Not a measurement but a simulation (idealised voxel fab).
process module | voxel wiring stack
cross-section cut | 185 nm wide | cells 5 nm
A cross-section is a grid of square cells, given in bands from the top down. A band is one or more rows of cells.
Each band's line starts with the height of the band's top and of its bottom, in nm. Then come its materials from left to right, each with its width in nm. One material with "throughout" fills the band from edge to edge. "air" is empty space.
Height 0 is the level under which the wafer as received is all one material. The lowest band goes on downwards, as in "0 down".
A width such as "30 to 40" changes by the same amount from each row of cells to the next, from the band's top row to its bottom row.
"no change" after a step means that no cell of the cross-section changed.
closed voids: empty space of 8 cells or more with no open way to the top, each as width x height at its distance from the left edge, in nm
after a step's settings: what the simulator itself notes on the step
overlay nm, on a step with a mask: how far to the right of its planned place the mask lay; to the left if negative
plan
1 op RECEIVE | material Si
2 op CONFORMAL_DEP | material SiO2 | thk nm 10
3 op CONFORMAL_DEP | material SiCN | thk nm 5
4 op DIRECTIONAL_DEP | material SiO2 | thk nm 20
5 op PATTERN | tone open | mask id METAL_1 | material resist | width nm 25 | pitch nm 40 | thk nm 15 | overlay nm 0
6 op DIRECTIONAL_ETCH | etch materials SiO2 | depth nm 20
7 op DIRECTIONAL_ETCH | etch materials SiCN | depth nm 5
8 op STRIP | etch materials resist
9 op CONFORMAL_DEP | material TiN | thk nm 5
10 op FILL_DEP | material Cu | thk nm 5
11 op CMP | height nm 35
12 op CONFORMAL_DEP | material SiCN | thk nm 5
13 op DIRECTIONAL_DEP | material SiO2 | thk nm 30
14 op MASKED_ETCH | tone open | mask id METAL_2_HOLES | width nm 15 | pitch nm 80 | etch materials SiO2 | depth nm 30 | overlay nm 0
15 op MASKED_ETCH | tone open | mask id METAL_2 | width nm 25 | pitch nm 40 | etch materials SiO2 | depth nm 20 | overlay nm 0
16 op MASKED_ETCH | tone open | mask id METAL_2 | width nm 25 | pitch nm 40 | etch materials SiCN | depth nm 5 | overlay nm 0
17 op CONFORMAL_DEP | material TiN | thk nm 5
18 op FILL_DEP | material Cu | thk nm 10
19 op CMP | height nm 70
20 op CONFORMAL_DEP | material SiN | thk nm 5
first wafer, as planned
as received, after step 1
  0 down: Si throughout
  closed voids: none
after step 2
  10 to 0: SiO2 throughout
  below 0: unchanged
after step 3
  15 to 10: SiCN throughout
  below 10: unchanged
after step 4
  35 to 15: SiO2 throughout
  below 15: unchanged
after step 5
  50 to 35: resist 20 | air 25 | resist 15 | air 25 | resist 15 | air 25 | resist 15 | air 25 | resist 20
  below 35: unchanged
after step 6
  50 to 35: resist 20 | air 25 | resist 15 | air 25 | resist 15 | air 25 | resist 15 | air 25 | resist 20
  35 to 15: SiO2 20 | air 25 | SiO2 15 | air 25 | SiO2 15 | air 25 | SiO2 15 | air 25 | SiO2 20
  below 15: unchanged
after step 7
  50 to 35: resist 20 | air 25 | resist 15 | air 25 | resist 15 | air 25 | resist 15 | air 25 | resist 20
  35 to 15: SiO2 20 | air 25 | SiO2 15 | air 25 | SiO2 15 | air 25 | SiO2 15 | air 25 | SiO2 20
  15 to 10: SiCN 20 | air 25 | SiCN 15 | air 25 | SiCN 15 | air 25 | SiCN 15 | air 25 | SiCN 20
  below 10: unchanged
after step 8
  35 to 15: SiO2 20 | air 25 | SiO2 15 | air 25 | SiO2 15 | air 25 | SiO2 15 | air 25 | SiO2 20
  below 15: unchanged
after step 9
  40 to 35: TiN 25 | air 15 | TiN 25 | air 15 | TiN 25 | air 15 | TiN 25 | air 15 | TiN 25
  35 to 15: SiO2 20 | TiN 5 | air 15 | TiN 5 | SiO2 15 | TiN 5 | air 15 | TiN 5 | SiO2 15 | TiN 5 | air 15 | TiN 5 | SiO2 15 | TiN 5 | air 15 | TiN 5 | SiO2 20
  15 to 10: SiCN 20 | TiN 25 | SiCN 15 | TiN 25 | SiCN 15 | TiN 25 | SiCN 15 | TiN 25 | SiCN 20
  below 10: unchanged
after step 10
  45 to 40: Cu throughout
  40 to 35: TiN 25 | Cu 15 | TiN 25 | Cu 15 | TiN 25 | Cu 15 | TiN 25 | Cu 15 | TiN 25
  35 to 15: SiO2 20 | TiN 5 | Cu 15 | TiN 5 | SiO2 15 | TiN 5 | Cu 15 | TiN 5 | SiO2 15 | TiN 5 | Cu 15 | TiN 5 | SiO2 15 | TiN 5 | Cu 15 | TiN 5 | SiO2 20
  below 15: unchanged
after step 11
  35 to 15: SiO2 20 | TiN 5 | Cu 15 | TiN 5 | SiO2 15 | TiN 5 | Cu 15 | TiN 5 | SiO2 15 | TiN 5 | Cu 15 | TiN 5 | SiO2 15 | TiN 5 | Cu 15 | TiN 5 | SiO2 20
  below 15: unchanged
after step 12
  40 to 35: SiCN throughout
  below 35: unchanged
after step 13
  70 to 40: SiO2 throughout
  below 40: unchanged
after step 14
  70 to 40: SiO2 20 | air 15 | SiO2 65 | air 15 | SiO2 70
  below 40: unchanged
after step 15
  70 to 50: SiO2 20 | air 25 | SiO2 15 | air 25 | SiO2 15 | air 25 | SiO2 15 | air 25 | SiO2 20
  below 50: unchanged
after step 16
  70 to 50: SiO2 20 | air 25 | SiO2 15 | air 25 | SiO2 15 | air 25 | SiO2 15 | air 25 | SiO2 20
  50 to 40: SiO2 20 | air 15 | SiO2 65 | air 15 | SiO2 70
  40 to 35: SiCN 20 | air 15 | SiCN 65 | air 15 | SiCN 70
  below 35: unchanged
after step 17
  75 to 70: TiN 25 | air 15 | TiN 25 | air 15 | TiN 25 | air 15 | TiN 25 | air 15 | TiN 25
  70 to 55: SiO2 20 | TiN 5 | air 15 | TiN 5 | SiO2 15 | TiN 5 | air 15 | TiN 5 | SiO2 15 | TiN 5 | air 15 | TiN 5 | SiO2 15 | TiN 5 | air 15 | TiN 5 | SiO2 20
  55 to 50: SiO2 20 | TiN 5 | air 5 | TiN 15 | SiO2 15 | TiN 25 | SiO2 15 | TiN 5 | air 5 | TiN 15 | SiO2 15 | TiN 25 | SiO2 20
  50 to 40: SiO2 20 | TiN 5 | air 5 | TiN 5 | SiO2 65 | TiN 5 | air 5 | TiN 5 | SiO2 70
  40 to 35: SiCN 20 | TiN 15 | SiCN 65 | TiN 15 | SiCN 70
  below 35: unchanged
after step 18
  85 to 75: Cu throughout
  75 to 70: TiN 25 | Cu 15 | TiN 25 | Cu 15 | TiN 25 | Cu 15 | TiN 25 | Cu 15 | TiN 25
  70 to 55: SiO2 20 | TiN 5 | Cu 15 | TiN 5 | SiO2 15 | TiN 5 | Cu 15 | TiN 5 | SiO2 15 | TiN 5 | Cu 15 | TiN 5 | SiO2 15 | TiN 5 | Cu 15 | TiN 5 | SiO2 20
  55 to 50: SiO2 20 | TiN 5 | Cu 5 | TiN 15 | SiO2 15 | TiN 25 | SiO2 15 | TiN 5 | Cu 5 | TiN 15 | SiO2 15 | TiN 25 | SiO2 20
  50 to 40: SiO2 20 | TiN 5 | Cu 5 | TiN 5 | SiO2 65 | TiN 5 | Cu 5 | TiN 5 | SiO2 70
  below 40: unchanged
after step 19
  70 to 55: SiO2 20 | TiN 5 | Cu 15 | TiN 5 | SiO2 15 | TiN 5 | Cu 15 | TiN 5 | SiO2 15 | TiN 5 | Cu 15 | TiN 5 | SiO2 15 | TiN 5 | Cu 15 | TiN 5 | SiO2 20
  below 55: unchanged
after step 20
  75 to 70: SiN throughout
  below 70: unchanged
second wafer: like start, like plan, one mistake. Through step 16 it matches the first wafer
when step 17 should have ended
  75 to 70: SiCN 25 | air 15 | SiCN 25 | air 15 | SiCN 25 | air 15 | SiCN 25 | air 15 | SiCN 25
  70 to 55: SiO2 20 | SiCN 5 | air 15 | SiCN 5 | SiO2 15 | SiCN 5 | air 15 | SiCN 5 | SiO2 15 | SiCN 5 | air 15 | SiCN 5 | SiO2 15 | SiCN 5 | air 15 | SiCN 5 | SiO2 20
  55 to 50: SiO2 20 | SiCN 5 | air 5 | SiCN 15 | SiO2 15 | SiCN 25 | SiO2 15 | SiCN 5 | air 5 | SiCN 15 | SiO2 15 | SiCN 25 | SiO2 20
  50 to 40: SiO2 20 | SiCN 5 | air 5 | SiCN 5 | SiO2 65 | SiCN 5 | air 5 | SiCN 5 | SiO2 70
  40 to 35: SiCN throughout
  below 35: unchanged
when step 18 should have ended
  85 to 75: Cu throughout
  75 to 70: SiCN 25 | Cu 15 | SiCN 25 | Cu 15 | SiCN 25 | Cu 15 | SiCN 25 | Cu 15 | SiCN 25
  70 to 55: SiO2 20 | SiCN 5 | Cu 15 | SiCN 5 | SiO2 15 | SiCN 5 | Cu 15 | SiCN 5 | SiO2 15 | SiCN 5 | Cu 15 | SiCN 5 | SiO2 15 | SiCN 5 | Cu 15 | SiCN 5 | SiO2 20
  55 to 50: SiO2 20 | SiCN 5 | Cu 5 | SiCN 15 | SiO2 15 | SiCN 25 | SiO2 15 | SiCN 5 | Cu 5 | SiCN 15 | SiO2 15 | SiCN 25 | SiO2 20
  50 to 40: SiO2 20 | SiCN 5 | Cu 5 | SiCN 5 | SiO2 65 | SiCN 5 | Cu 5 | SiCN 5 | SiO2 70
  below 40: unchanged
when step 19 should have ended
  70 to 55: SiO2 20 | SiCN 5 | Cu 15 | SiCN 5 | SiO2 15 | SiCN 5 | Cu 15 | SiCN 5 | SiO2 15 | SiCN 5 | Cu 15 | SiCN 5 | SiO2 15 | SiCN 5 | Cu 15 | SiCN 5 | SiO2 20
  below 55: unchanged
when step 20 should have ended
  75 to 70: SiN throughout
  below 70: unchanged
what went wrong: step 17 ran as: op CONFORMAL_DEP | material SiCN | thk nm 5
at the end the second wafer has, in cells: 56 more of SiCN | 56 fewer of TiN
